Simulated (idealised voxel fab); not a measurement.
Name of the process module below: voxel wiring stack
cross-section cut | 275 nm wide | cells 5 nm
We lay out every cross-section as a grid of square cells and spell it out in bands from the top down, where one band means one or more rows of cells.
Basically the band line says how high the top is and how high the bottom is, in nm, and then what's in it from left to right, every material with its width in nm. Empty space shows up as "blank", and if a single material carries "edge to edge" it runs the full band edge to edge.
It should be noted that heights are counted from 0, beneath which the wafer as supplied is of one material throughout, and that the lowest band possesses no lower boundary but continues downward, as written in "0 and below".
A width such as "30 to 40" changes by the same amount from each row of cells to the next, from the band's top row to its bottom row.
"nothing was modified" -> step changed no cross-section cell.
"Voids lacking openings" contains a list of empty spaces, each no smaller than 8 cells and without an open way to the top, written in the form width x height at distance with the distance from the left edge and all three in nm.
Read whatever lies past the settings on a step's line as the simulator's own remark about the step.
The optional step-line setting "overlay nm" applies to steps with a mask and quantifies how far to the right of its planned location the mask lay, a negative value indicating leftward placement.
### This section lists the process steps that were planned
1 RECEIVE with material Si
2 CONFORMAL_DEP with material SiO2, thk nm 10
3 CONFORMAL_DEP with material SiN, thk nm 5
4 DIRECTIONAL_DEP with material lowk, thk nm 15
5 MASKED_ETCH with tone open, mask id METAL_1, width nm 30, pitch nm 60, etch materials lowk, depth nm 15, overlay nm 0
6 MASKED_ETCH with tone open, mask id METAL_1, width nm 30, pitch nm 60, etch materials SiN, depth nm 5, overlay nm 0
7 CONFORMAL_DEP with material TiN, thk nm 5
8 FILL_DEP with material W, thk nm 10
9 CMP with height nm 30
10 CONFORMAL_DEP with material SiCN, thk nm 5
11 DIRECTIONAL_DEP with material lowk, thk nm 10
12 DIRECTIONAL_DEP with material aC, thk nm 15
13 PATTERN with tone open, mask id PLUG_1, material resist, width nm 15, pitch nm 120, thk nm 35, overlay nm 0
14 DIRECTIONAL_ETCH with etch materials aC, depth nm 15
15 STRIP with etch materials resist
16 DIRECTIONAL_ETCH with etch materials lowk, depth nm 10
17 DIRECTIONAL_ETCH with etch materials SiCN, depth nm 5
18 STRIP with etch materials aC
19 CONFORMAL_DEP with material TiN, thk nm 5
20 FILL_DEP with material Ru, thk nm 5
21 CMP with height nm 45
22 DIRECTIONAL_DEP with material TiN, thk nm 5
23 DIRECTIONAL_DEP with material W, thk nm 15
24 MASKED_ETCH with tone cover, mask id METAL_2, width nm 30, pitch nm 60, etch materials W, depth nm 15, overlay nm 0
25 MASKED_ETCH with tone cover, mask id METAL_2, width nm 30, pitch nm 60, etch materials TiN, depth nm 5, overlay nm 0
26 CONFORMAL_DEP with material SiCN, thk nm 5
27 FILL_DEP with material SiO2, thk nm 5
28 CMP with height nm 65
29 CONFORMAL_DEP with material SiCN, thk nm 5
30 DIRECTIONAL_DEP with material SiO2, thk nm 25
31 DIRECTIONAL_DEP with material aC, thk nm 15
32 PATTERN with tone open, mask id METAL_3_HOLES, material resist, width nm 15, pitch nm 60, thk nm 35, overlay nm 0
33 DIRECTIONAL_ETCH with etch materials aC, depth nm 15
34 STRIP with etch materials resist
35 DIRECTIONAL_ETCH with etch materials SiO2, depth nm 25
36 STRIP with etch materials aC
37 DIRECTIONAL_DEP with material aC, thk nm 10
38 PATTERN with tone open, mask id METAL_3, material resist, width nm 30, pitch nm 60, thk nm 30, overlay nm 0
39 DIRECTIONAL_ETCH with etch materials aC, depth nm 10
40 STRIP with etch materials resist
41 DIRECTIONAL_ETCH with etch materials SiO2, depth nm 15
42 DIRECTIONAL_ETCH with etch materials SiCN, depth nm 5
43 STRIP with etch materials aC
44 CONFORMAL_DEP with material TiN, thk nm 5
45 FILL_DEP with material Cu, thk nm 5
46 CMP with height nm 95
47 CONFORMAL_DEP with material SiCN, thk nm 5
### Received-state cross-section, reflecting completion of step 1
  0 and below  Si edge to edge
  Voids lacking openings: none
### The module was run from the start shown above using the plan shown above, but one mistake was made doing it; the resulting wafer cross-section is below
  100 down to 95  SiCN edge to edge
  95 down to 85  SiO2 25 nm / TiN 5 nm / Cu 30 nm / TiN 5 nm / SiO2 20 nm / TiN 5 nm / Cu 30 nm / TiN 5 nm / SiO2 20 nm / TiN 5 nm / Cu 30 nm / TiN 5 nm / SiO2 20 nm / TiN 5 nm / Cu 30 nm / TiN 5 nm / SiO2 30 nm
  85 down to 80  SiO2 25 nm / TiN 10 nm / Cu 5 nm / TiN 25 nm / SiO2 20 nm / TiN 10 nm / Cu 5 nm / TiN 25 nm / SiO2 20 nm / TiN 10 nm / Cu 5 nm / TiN 25 nm / SiO2 20 nm / TiN 10 nm / Cu 5 nm / TiN 25 nm / SiO2 30 nm
  80 down to 70  SiO2 30 nm / TiN 5 nm / Cu 5 nm / TiN 5 nm / SiO2 45 nm / TiN 5 nm / Cu 5 nm / TiN 5 nm / SiO2 45 nm / TiN 5 nm / Cu 5 nm / TiN 5 nm / SiO2 45 nm / TiN 5 nm / Cu 5 nm / TiN 5 nm / SiO2 50 nm
  70 down to 65  SiCN 30 nm / TiN 15 nm / SiCN 45 nm / TiN 15 nm / SiCN 45 nm / TiN 15 nm / SiCN 45 nm / TiN 15 nm / SiCN 50 nm
  65 down to 50  SiO2 25 nm / SiCN 5 nm / W 30 nm / SiCN 5 nm / SiO2 20 nm / SiCN 5 nm / W 30 nm / SiCN 5 nm / SiO2 20 nm / SiCN 5 nm / W 30 nm / SiCN 5 nm / SiO2 20 nm / SiCN 5 nm / W 30 nm / SiCN 5 nm / SiO2 30 nm
  50 down to 45  SiCN 30 nm / TiN 30 nm / SiCN 30 nm / TiN 30 nm / SiCN 30 nm / TiN 30 nm / SiCN 30 nm / TiN 30 nm / SiCN 35 nm
  45 down to 35  lowk 30 nm / TiN 5 nm / Ru 5 nm / TiN 5 nm / lowk 105 nm / TiN 5 nm / Ru 5 nm / TiN 5 nm / lowk 110 nm
  35 down to 30  SiCN 30 nm / TiN 15 nm / SiCN 105 nm / TiN 15 nm / SiCN 110 nm
  30 down to 15  lowk 30 nm / TiN 5 nm / W 20 nm / TiN 5 nm / lowk 30 nm / TiN 5 nm / W 20 nm / TiN 5 nm / lowk 30 nm / TiN 5 nm / W 20 nm / TiN 5 nm / lowk 30 nm / TiN 5 nm / W 20 nm / TiN 5 nm / lowk 35 nm
  15 down to 10  SiN 30 nm / TiN 30 nm / SiN 30 nm / TiN 30 nm / SiN 30 nm / TiN 30 nm / SiN 30 nm / TiN 30 nm / SiN 35 nm
  10 down to 0  SiO2 edge to edge
  0 and below  Si edge to edge
  Voids lacking openings: none
Where did the run depart from the plan? heads up, step 38 didn't go per plan, it actually ran as PATTERN with tone open, mask id METAL_3, material resist, width nm 40, pitch nm 60, thk nm 30, overlay nm 0
